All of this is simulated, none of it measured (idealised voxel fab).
Name of the process module below: voxel capacitor over wiring
The cross-section on display is named cut; it measures 180 nm wide, and its cells are 5 nm squares.
Format of a cross-section: grid, square cells. Given as bands. Order: top down. Band: one or more rows of cells.
Band: top height; bottom height; in nm. Then, left to right: material with width in nm, for each material. "all across": a single material spanning edge to edge. "blank": empty space.
Convention: height 0 is the level below which the wafer, as received, is all one material. The lowest band does not terminate at the bottom but continues downward, represented as "0 and below".
A width given as "30 to 40" starts at the first number in the band's top row and ends at the second number in its bottom row, shifting by an equal amount at every step from row to row.
Given "all unchanged" for a step, no cell of the cross-section differs between before and after that step.
"Enclosed void entries" specifies each empty space that is not open to the top and that occupies no fewer than 8 cells, using the form width x height at distance, the distance measured from the left edge and all three quantities in nm.
Where a step's line continues beyond its settings, the continuation is a remark by the simulator itself on that step.
overlay nm: mask offset rightward from planned place, masked step; negative means leftward offset.
Listed below are the process steps as planned:
step 1: RECEIVE [material Si]
step 2: CONFORMAL_DEP [material SiO2] [thk nm 10]
step 3: DIRECTIONAL_DEP [material TiN] [thk nm 5]
step 4: DIRECTIONAL_DEP [material Ru] [thk nm 20]
step 5: MASKED_ETCH [tone cover] [mask id METAL_1] [width nm 20] [pitch nm 75] [etch materials Ru] [depth nm 20] [overlay nm 0]
step 6: MASKED_ETCH [tone cover] [mask id METAL_1] [width nm 20] [pitch nm 75] [etch materials TiN] [depth nm 5] [overlay nm 0]
step 7: CONFORMAL_DEP [material SiN] [thk nm 5]
step 8: FILL_DEP [material SiO2] [thk nm 10]
step 9: CMP [height nm 35]
step 10: CONFORMAL_DEP [material SiCN] [thk nm 5]
step 11: DIRECTIONAL_DEP [material lowk] [thk nm 10]
step 12: PATTERN [tone open] [mask id PLUG_1] [material resist] [width nm 15] [thk nm 15] [overlay nm 0]
step 13: DIRECTIONAL_ETCH [etch materials lowk] [depth nm 10]
step 14: DIRECTIONAL_ETCH [etch materials SiCN] [depth nm 5]
step 15: STRIP [etch materials resist]
step 16: CONFORMAL_DEP [material TiN] [thk nm 5]
step 17: FILL_DEP [material W] [thk nm 10]
step 18: CMP [height nm 50]
step 19: DIRECTIONAL_DEP [material TiN] [thk nm 5]
step 20: DIRECTIONAL_DEP [material SiN] [thk nm 5]
step 21: DIRECTIONAL_DEP [material TiN] [thk nm 10]
step 22: PATTERN [tone cover] [mask id UPPER_PLATE] [material resist] [width nm 60] [thk nm 15] [overlay nm 0]
step 23: DIRECTIONAL_ETCH [etch materials TiN] [depth nm 10]
step 24: DIRECTIONAL_ETCH [etch materials SiN] [depth nm 5]
step 25: STRIP [etch materials resist]
step 26: PATTERN [tone cover] [mask id LOWER_PLATE] [material resist] [width nm 70] [thk nm 15] [overlay nm 0]
step 27: DIRECTIONAL_ETCH [etch materials TiN] [depth nm 5]
step 28: STRIP [etch materials resist]
step 29: FILL_DEP [material SiO2] [thk nm 15]
step 30: CMP [height nm 80]
step 31: PATTERN [tone open] [mask id PLUG_2] [material resist] [width nm 15] [thk nm 15] [overlay nm 0]
step 32: DIRECTIONAL_ETCH [etch materials SiO2] [depth nm 10]
step 33: STRIP [etch materials resist]
step 34: CONFORMAL_DEP [material TiN] [thk nm 5]
step 35: FILL_DEP [material Ru] [thk nm 10]
step 36: CMP [height nm 80]
step 37: CONFORMAL_DEP [material SiCN] [thk nm 5]
As received (post step 1): cross-section:
	0 and below | Si all across
	Enclosed void entries: none
Wafer cross-section at module end: first of two, run to plan:
	85 down to 80 | SiCN all across
	80 down to 75 | SiO2 55 | TiN 5 | Ru 5 | TiN 5 | SiO2 110
	75 down to 70 | SiO2 55 | TiN 15 | SiO2 110
	70 down to 60 | SiO2 45 | TiN 60 | SiO2 75
	60 down to 55 | SiO2 45 | SiN 60 | SiO2 75
	55 down to 50 | SiO2 40 | TiN 70 | SiO2 70
	50 down to 40 | lowk 45 | TiN 5 | W 5 | TiN 5 | lowk 120
	40 down to 35 | SiCN 45 | TiN 15 | SiCN 120
	35 down to 15 | SiO2 35 | SiN 5 | Ru 20 | SiN 5 | SiO2 45 | SiN 5 | Ru 20 | SiN 5 | SiO2 40
	15 down to 10 | SiN 40 | TiN 20 | SiN 55 | TiN 20 | SiN 45
	10 down to 0 | SiO2 all across
	0 and below | Si all across
	Enclosed void entries: none
Cross-sectional view of the second of two wafers upon completion of the module. This wafer shared its starting condition and process plan with the first; one error was made during its execution:
	100 down to 95 | SiCN all across
	95 down to 85 | Ru all across
	85 down to 80 | TiN 60 | Ru 5 | TiN 115
	80 down to 75 | SiO2 55 | TiN 5 | Ru 5 | TiN 5 | SiO2 110
	75 down to 70 | SiO2 55 | TiN 15 | SiO2 110
	70 down to 60 | SiO2 45 | TiN 60 | SiO2 75
	60 down to 55 | SiO2 45 | SiN 60 | SiO2 75
	55 down to 50 | SiO2 40 | TiN 70 | SiO2 70
	50 down to 40 | lowk 45 | TiN 5 | W 5 | TiN 5 | lowk 120
	40 down to 35 | SiCN 45 | TiN 15 | SiCN 120
	35 down to 15 | SiO2 35 | SiN 5 | Ru 20 | SiN 5 | SiO2 45 | SiN 5 | Ru 20 | SiN 5 | SiO2 40
	15 down to 10 | SiN 40 | TiN 20 | SiN 55 | TiN 20 | SiN 45
	10 down to 0 | SiO2 all across
	0 and below | Si all across
	Enclosed void entries: none
Run error: the plan's step 36 went unexecuted, having been skipped
Materials where the second wafer ends with more or fewer cells than the first: Ru +73 | TiN +35
